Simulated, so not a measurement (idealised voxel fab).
process module | voxel transistor to metal
cross-section cut | 205 nm wide | cells 5 nm
A cross-section is a grid of square cells, given in bands from the top down. A band is one or more rows of cells.
Each band's line starts with the height of the band's top and of its bottom, in nm. Then come its materials from left to right, each with its width in nm. One material with "throughout" fills the band from edge to edge. "air" is empty space.
Height 0 is the level under which the wafer as received is all one material. The lowest band goes on downwards, as in "0 down".
A width such as "30 to 40" changes by the same amount from each row of cells to the next, from the band's top row to its bottom row.
"no change" after a step means that no cell of the cross-section changed.
closed voids: empty space of 8 cells or more with no open way to the top, each as width x height at its distance from the left edge, in nm
after a step's settings: what the simulator itself notes on the step
overlay nm, on a step with a mask: how far to the right of its planned place the mask lay; to the left if negative
plan
1 op RECEIVE | material Si
2 op CONFORMAL_DEP | material SiO2 | thk nm 5
3 op CONFORMAL_DEP | material SiN | thk nm 10
4 op DIRECTIONAL_DEP | material aC | thk nm 10
5 op PATTERN | tone cover | mask id ACTIVE | material resist | width nm 120 | thk nm 30 | overlay nm 0
6 op DIRECTIONAL_ETCH | etch materials aC | depth nm 10
7 op STRIP | etch materials resist
8 op DIRECTIONAL_ETCH | etch materials SiN | depth nm 10
9 op DIRECTIONAL_ETCH | etch materials SiO2 | depth nm 5
10 op DIRECTIONAL_ETCH | etch materials Si | depth nm 30
11 op STRIP | etch materials aC
12 op FILL_DEP | material SiO2 | thk nm 10
13 op CMP | height nm 15
14 op SELECTIVE_ETCH | etch materials SiO2 | depth nm 5
15 op STRIP | etch materials SiN
16 op SELECTIVE_ETCH | etch materials SiO2 | depth nm 5
17 op OXIDIZE | depth nm 5
18 op DIRECTIONAL_DEP | material polySi | thk nm 30
19 op DIRECTIONAL_DEP | material SiCN | thk nm 15
20 op MASKED_ETCH | tone cover | mask id GATE | width nm 20 | etch materials SiCN | depth nm 25 | overlay nm 0
21 op MASKED_ETCH | tone cover | mask id GATE | width nm 20 | etch materials polySi | depth nm 40 | overlay nm 0
22 op CONFORMAL_DEP | material SiN | thk nm 5
23 op DIRECTIONAL_ETCH | etch materials SiN | depth nm 5
24 op DIRECTIONAL_ETCH | etch materials SiO2 | depth nm 5
25 op DIRECTIONAL_ETCH | etch materials Si | depth nm 5
26 op EPI | material SiGe | thk nm 10
27 op FILL_DEP | material SiO2 | thk nm 5
28 op CMP | height nm 45
29 op DIRECTIONAL_DEP | material SiO2 | thk nm 10
30 op PATTERN | tone open | mask id CONTACT | material resist | width nm 20 | pitch nm 80 | thk nm 20 | overlay nm 0
31 op DIRECTIONAL_ETCH | etch materials SiO2 | depth nm 55
32 op STRIP | etch materials resist
33 op CONFORMAL_DEP | material TiN | thk nm 5
34 op FILL_DEP | material W | thk nm 10
35 op CMP | height nm 55
36 op DIRECTIONAL_DEP | material TiN | thk nm 5
37 op DIRECTIONAL_DEP | material W | thk nm 15
38 op DIRECTIONAL_DEP | material aC | thk nm 10
39 op PATTERN | tone cover | mask id METAL_1 | material resist | width nm 20 | pitch nm 80 | thk nm 30 | overlay nm 0
40 op DIRECTIONAL_ETCH | etch materials aC | depth nm 10
41 op STRIP | etch materials resist
42 op DIRECTIONAL_ETCH | etch materials W | depth nm 15
43 op DIRECTIONAL_ETCH | etch materials TiN | depth nm 5
44 op STRIP | etch materials aC
45 op CONFORMAL_DEP | material SiN | thk nm 5
46 op FILL_DEP | material SiO2 | thk nm 10
47 op CMP | height nm 75
48 op CONFORMAL_DEP | material SiCN | thk nm 5
49 op DIRECTIONAL_DEP | material SiO2 | thk nm 30
50 op MASKED_ETCH | tone open | mask id METAL_2_HOLES | width nm 15 | pitch nm 80 | etch materials SiO2 | depth nm 30 | overlay nm 0
51 op PATTERN | tone open | mask id METAL_2 | material resist | width nm 20 | pitch nm 80 | thk nm 15 | overlay nm 0
52 op DIRECTIONAL_ETCH | etch materials SiO2 | depth nm 20
53 op DIRECTIONAL_ETCH | etch materials SiCN | depth nm 5
54 op STRIP | etch materials resist
55 op CONFORMAL_DEP | material TiN | thk nm 5
56 op FILL_DEP | material Cu | thk nm 5
57 op CMP | height nm 110
58 op CONFORMAL_DEP | material SiCN | thk nm 5
as received, after step 1
  0 down: Si throughout
  closed voids: none
first wafer at the end, as planned
  115 to 110: SiCN throughout
  110 to 95: SiO2 50 | TiN 5 | Cu 10 | TiN 5 | SiO2 60 | TiN 5 | Cu 10 | TiN 5 | SiO2 55
  95 to 90: SiO2 50 | TiN 5 | Cu 5 | TiN 10 | SiO2 60 | TiN 5 | Cu 5 | TiN 10 | SiO2 55
  90 to 80: SiO2 50 | TiN 5 | Cu 5 | TiN 5 | SiO2 65 | TiN 5 | Cu 5 | TiN 5 | SiO2 60
  80 to 75: SiCN 50 | TiN 15 | SiCN 65 | TiN 15 | SiCN 60
  75 to 60: SiO2 45 | SiN 5 | W 20 | SiN 5 | SiO2 50 | SiN 5 | W 20 | SiN 5 | SiO2 50
  60 to 55: SiN 50 | TiN 20 | SiN 60 | TiN 20 | SiN 55
  55 to 45: SiO2 50 | TiN 5 | W 10 | TiN 5 | SiO2 60 | TiN 5 | W 10 | TiN 5 | SiO2 55
  45 to 30: SiO2 50 | TiN 5 | W 10 | TiN 5 | SiO2 15 | SiN 5 | SiCN 20 | SiN 5 | SiO2 15 | TiN 5 | W 10 | TiN 5 | SiO2 55
  30 to 5: SiO2 50 | TiN 5 | W 10 | TiN 5 | SiO2 15 | SiN 5 | polySi 20 | SiN 5 | SiO2 15 | TiN 5 | W 10 | TiN 5 | SiO2 55
  5 to 0: SiO2 35 | SiN 5 | SiO2 10 | TiN 20 | SiO2 5 | SiGe 10 | SiN 5 | polySi 20 | SiN 5 | SiGe 10 | SiO2 5 | TiN 20 | SiO2 10 | SiN 5 | SiO2 40
  0 to -5: SiO2 40 | SiGe 45 | SiO2 30 | SiGe 45 | SiO2 45
  -5 to -10: SiO2 40 | SiGe 45 | Si 30 | SiGe 45 | SiO2 45
  -10 to -30: SiO2 40 | Si 120 | SiO2 45
  -30 down: Si throughout
  closed voids: none
second wafer at the end: like start, like plan, one mistake
  115 to 110: SiCN throughout
  110 to 95: Cu 60 | TiN 5 | SiO2 5 | TiN 5 | Cu 65 | TiN 5 | SiO2 5 | TiN 5 | Cu 50
  95 to 90: TiN 55 | Cu 5 | TiN 5 | SiO2 5 | TiN 65 | Cu 5 | TiN 5 | SiO2 5 | TiN 55
  90 to 85: SiO2 50 | TiN 5 | Cu 5 | TiN 5 | SiO2 65 | TiN 5 | Cu 5 | TiN 5 | SiO2 60
  85 to 80: SiO2 50 | TiN 15 | SiO2 65 | TiN 15 | SiO2 60
  80 to 75: SiCN throughout
  75 to 60: SiO2 45 | SiN 5 | W 20 | SiN 5 | SiO2 50 | SiN 5 | W 20 | SiN 5 | SiO2 50
  60 to 55: SiN 50 | TiN 20 | SiN 60 | TiN 20 | SiN 55
  55 to 45: SiO2 50 | TiN 5 | W 10 | TiN 5 | SiO2 60 | TiN 5 | W 10 | TiN 5 | SiO2 55
  45 to 30: SiO2 50 | TiN 5 | W 10 | TiN 5 | SiO2 15 | SiN 5 | SiCN 20 | SiN 5 | SiO2 15 | TiN 5 | W 10 | TiN 5 | SiO2 55
  30 to 5: SiO2 50 | TiN 5 | W 10 | TiN 5 | SiO2 15 | SiN 5 | polySi 20 | SiN 5 | SiO2 15 | TiN 5 | W 10 | TiN 5 | SiO2 55
  5 to 0: SiO2 35 | SiN 5 | SiO2 10 | TiN 20 | SiO2 5 | SiGe 10 | SiN 5 | polySi 20 | SiN 5 | SiGe 10 | SiO2 5 | TiN 20 | SiO2 10 | SiN 5 | SiO2 40
  0 to -5: SiO2 40 | SiGe 45 | SiO2 30 | SiGe 45 | SiO2 45
  -5 to -10: SiO2 40 | SiGe 45 | Si 30 | SiGe 45 | SiO2 45
  -10 to -30: SiO2 40 | Si 120 | SiO2 45
  -30 down: Si throughout
  closed voids: none
what went wrong: step 51 ran as: op PATTERN | tone cover | mask id METAL_2 | material resist | width nm 20 | pitch nm 80 | thk nm 15 | overlay nm 0
at the end the second wafer has, in cells: 91 more of Cu | 6 more of SiCN | 124 fewer of SiO2 | 27 more of TiN
